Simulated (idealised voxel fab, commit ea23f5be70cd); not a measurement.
process module | voxel air gaps
cross-section cut | 215 nm wide | cells 5 nm
A cross-section is a grid of square cells, given in bands from the top down. A band is one or more rows of cells.
Each band's line starts with the height of the band's top and of its bottom, in nm. Then come its materials from left to right, each with its width in nm. One material with "throughout" fills the band from edge to edge. "air" is empty space.
Height 0 is the level under which the wafer as received is all one material. The lowest band goes on downwards, as in "0 down".
A width such as "30 to 40" changes by the same amount from each row of cells to the next, from the band's top row to its bottom row.
"no change" after a step means that no cell of the cross-section changed.
closed voids: empty space of 8 cells or more with no open way to the top, each as width x height at its distance from the left edge, in nm
after a step's settings: what the simulator itself notes on the step
overlay nm, on a step with a mask: how far to the right of its planned place the mask lay; to the left if negative
plan
1 op RECEIVE | material Si
2 op CONFORMAL_DEP | material SiO2 | thk nm 15
3 op CONFORMAL_DEP | material SiCN | thk nm 5
4 op DIRECTIONAL_DEP | material SiO2 | thk nm 30
5 op PATTERN | tone open | mask id LINES | material resist | width nm 15 | pitch nm 45 | thk nm 20 | overlay nm 0
6 op DIRECTIONAL_ETCH | etch materials SiO2 | depth nm 30
7 op STRIP | etch materials resist
8 op CONFORMAL_DEP | material TiN | thk nm 5
9 op FILL_DEP | material W | thk nm 5
10 op CMP | height nm 50
11 op EPI | material Ru | thk nm 10
12 op SELECTIVE_ETCH | etch materials SiO2 | depth nm 40
13 op CONFORMAL_DEP | material SiCN | thk nm 5
first wafer, as planned
as received, after step 1
  0 down: Si throughout
  closed voids: none
after step 2
  15 to 0: SiO2 throughout
  below 0: unchanged
after step 3
  20 to 15: SiCN throughout
  below 15: unchanged
after step 4
  50 to 20: SiO2 throughout
  below 20: unchanged
after step 5
  70 to 50: resist 30 | air 15 | resist 30 | air 15 | resist 30 | air 15 | resist 30 | air 15 | resist 35
  below 50: unchanged
after step 6
  70 to 50: resist 30 | air 15 | resist 30 | air 15 | resist 30 | air 15 | resist 30 | air 15 | resist 35
  50 to 20: SiO2 30 | air 15 | SiO2 30 | air 15 | SiO2 30 | air 15 | SiO2 30 | air 15 | SiO2 35
  below 20: unchanged
after step 7
  50 to 20: SiO2 30 | air 15 | SiO2 30 | air 15 | SiO2 30 | air 15 | SiO2 30 | air 15 | SiO2 35
  below 20: unchanged
after step 8
  55 to 50: TiN 35 | air 5 | TiN 40 | air 5 | TiN 40 | air 5 | TiN 40 | air 5 | TiN 40
  50 to 25: SiO2 30 | TiN 5 | air 5 | TiN 5 | SiO2 30 | TiN 5 | air 5 | TiN 5 | SiO2 30 | TiN 5 | air 5 | TiN 5 | SiO2 30 | TiN 5 | air 5 | TiN 5 | SiO2 35
  25 to 20: SiO2 30 | TiN 15 | SiO2 30 | TiN 15 | SiO2 30 | TiN 15 | SiO2 30 | TiN 15 | SiO2 35
  below 20: unchanged
after step 9
  60 to 55: W throughout
  55 to 50: TiN 35 | W 5 | TiN 40 | W 5 | TiN 40 | W 5 | TiN 40 | W 5 | TiN 40
  50 to 25: SiO2 30 | TiN 5 | W 5 | TiN 5 | SiO2 30 | TiN 5 | W 5 | TiN 5 | SiO2 30 | TiN 5 | W 5 | TiN 5 | SiO2 30 | TiN 5 | W 5 | TiN 5 | SiO2 35
  below 25: unchanged
after step 10
  50 to 25: SiO2 30 | TiN 5 | W 5 | TiN 5 | SiO2 30 | TiN 5 | W 5 | TiN 5 | SiO2 30 | TiN 5 | W 5 | TiN 5 | SiO2 30 | TiN 5 | W 5 | TiN 5 | SiO2 35
  below 25: unchanged
after step 11
  60 to 50: air 20 | Ru 35 | air 10 | Ru 35 | air 10 | Ru 35 | air 10 | Ru 35 | air 25
  below 50: unchanged
after step 12
  60 to 50: air 20 | Ru 35 | air 10 | Ru 35 | air 10 | Ru 35 | air 10 | Ru 35 | air 25
  50 to 25: air 30 | TiN 5 | W 5 | TiN 5 | air 30 | TiN 5 | W 5 | TiN 5 | air 30 | TiN 5 | W 5 | TiN 5 | air 30 | TiN 5 | W 5 | TiN 5 | air 35
  25 to 20: air 30 | TiN 15 | air 30 | TiN 15 | air 30 | TiN 15 | air 30 | TiN 15 | air 35
  below 20: unchanged
after step 13
  65 to 60: air 15 | SiCN 180 | air 20
  60 to 50: air 15 | SiCN 5 | Ru 35 | SiCN 10 | Ru 35 | SiCN 10 | Ru 35 | SiCN 10 | Ru 35 | SiCN 5 | air 20
  50 to 45: air 15 | SiCN 15 | TiN 5 | W 5 | TiN 5 | SiCN 30 | TiN 5 | W 5 | TiN 5 | SiCN 30 | TiN 5 | W 5 | TiN 5 | SiCN 30 | TiN 5 | W 5 | TiN 5 | SiCN 15 | air 20
  45 to 25: air 25 | SiCN 5 | TiN 5 | W 5 | TiN 5 | SiCN 5 | air 20 | SiCN 5 | TiN 5 | W 5 | TiN 5 | SiCN 5 | air 20 | SiCN 5 | TiN 5 | W 5 | TiN 5 | SiCN 5 | air 20 | SiCN 5 | TiN 5 | W 5 | TiN 5 | SiCN 5 | air 30
  25 to 20: SiCN 30 | TiN 15 | SiCN 30 | TiN 15 | SiCN 30 | TiN 15 | SiCN 30 | TiN 15 | SiCN 35
  below 20: unchanged
  closed voids: 20 x 20 at 50; 20 x 20 at 95; 20 x 20 at 140
second wafer: like start, like plan, one mistake. Through step 4 it matches the first wafer
when step 5 should have ended
  70 to 50: resist 25 | air 15 | resist 30 | air 15 | resist 30 | air 15 | resist 30 | air 15 | resist 40
  below 50: unchanged
when step 6 should have ended
  70 to 50: resist 25 | air 15 | resist 30 | air 15 | resist 30 | air 15 | resist 30 | air 15 | resist 40
  50 to 20: SiO2 25 | air 15 | SiO2 30 | air 15 | SiO2 30 | air 15 | SiO2 30 | air 15 | SiO2 40
  below 20: unchanged
when step 7 should have ended
  50 to 20: SiO2 25 | air 15 | SiO2 30 | air 15 | SiO2 30 | air 15 | SiO2 30 | air 15 | SiO2 40
  below 20: unchanged
when step 8 should have ended
  55 to 50: TiN 30 | air 5 | TiN 40 | air 5 | TiN 40 | air 5 | TiN 40 | air 5 | TiN 45
  50 to 25: SiO2 25 | TiN 5 | air 5 | TiN 5 | SiO2 30 | TiN 5 | air 5 | TiN 5 | SiO2 30 | TiN 5 | air 5 | TiN 5 | SiO2 30 | TiN 5 | air 5 | TiN 5 | SiO2 40
  25 to 20: SiO2 25 | TiN 15 | SiO2 30 | TiN 15 | SiO2 30 | TiN 15 | SiO2 30 | TiN 15 | SiO2 40
  below 20: unchanged
when step 9 should have ended
  60 to 55: W throughout
  55 to 50: TiN 30 | W 5 | TiN 40 | W 5 | TiN 40 | W 5 | TiN 40 | W 5 | TiN 45
  50 to 25: SiO2 25 | TiN 5 | W 5 | TiN 5 | SiO2 30 | TiN 5 | W 5 | TiN 5 | SiO2 30 | TiN 5 | W 5 | TiN 5 | SiO2 30 | TiN 5 | W 5 | TiN 5 | SiO2 40
  below 25: unchanged
when step 10 should have ended
  50 to 25: SiO2 25 | TiN 5 | W 5 | TiN 5 | SiO2 30 | TiN 5 | W 5 | TiN 5 | SiO2 30 | TiN 5 | W 5 | TiN 5 | SiO2 30 | TiN 5 | W 5 | TiN 5 | SiO2 40
  below 25: unchanged
when step 11 should have ended
  60 to 50: air 15 | Ru 35 | air 10 | Ru 35 | air 10 | Ru 35 | air 10 | Ru 35 | air 30
  below 50: unchanged
when step 12 should have ended
  60 to 50: air 15 | Ru 35 | air 10 | Ru 35 | air 10 | Ru 35 | air 10 | Ru 35 | air 30
  50 to 25: air 25 | TiN 5 | W 5 | TiN 5 | air 30 | TiN 5 | W 5 | TiN 5 | air 30 | TiN 5 | W 5 | TiN 5 | air 30 | TiN 5 | W 5 | TiN 5 | air 40
  25 to 20: air 25 | TiN 15 | air 30 | TiN 15 | air 30 | TiN 15 | air 30 | TiN 15 | air 40
  below 20: unchanged
when step 13 should have ended
  65 to 60: air 10 | SiCN 180 | air 25
  60 to 50: air 10 | SiCN 5 | Ru 35 | SiCN 10 | Ru 35 | SiCN 10 | Ru 35 | SiCN 10 | Ru 35 | SiCN 5 | air 25
  50 to 45: air 10 | SiCN 15 | TiN 5 | W 5 | TiN 5 | SiCN 30 | TiN 5 | W 5 | TiN 5 | SiCN 30 | TiN 5 | W 5 | TiN 5 | SiCN 30 | TiN 5 | W 5 | TiN 5 | SiCN 15 | air 25
  45 to 25: air 20 | SiCN 5 | TiN 5 | W 5 | TiN 5 | SiCN 5 | air 20 | SiCN 5 | TiN 5 | W 5 | TiN 5 | SiCN 5 | air 20 | SiCN 5 | TiN 5 | W 5 | TiN 5 | SiCN 5 | air 20 | SiCN 5 | TiN 5 | W 5 | TiN 5 | SiCN 5 | air 35
  25 to 20: SiCN 25 | TiN 15 | SiCN 30 | TiN 15 | SiCN 30 | TiN 15 | SiCN 30 | TiN 15 | SiCN 40
  below 20: unchanged
  closed voids: 20 x 20 at 45; 20 x 20 at 90; 20 x 20 at 135
what went wrong: step 5 ran as: op PATTERN | tone open | mask id LINES | material resist | width nm 15 | pitch nm 45 | thk nm 20 | overlay nm -5
at the end the second wafer has, in cells: as many of each material as the first, in other places
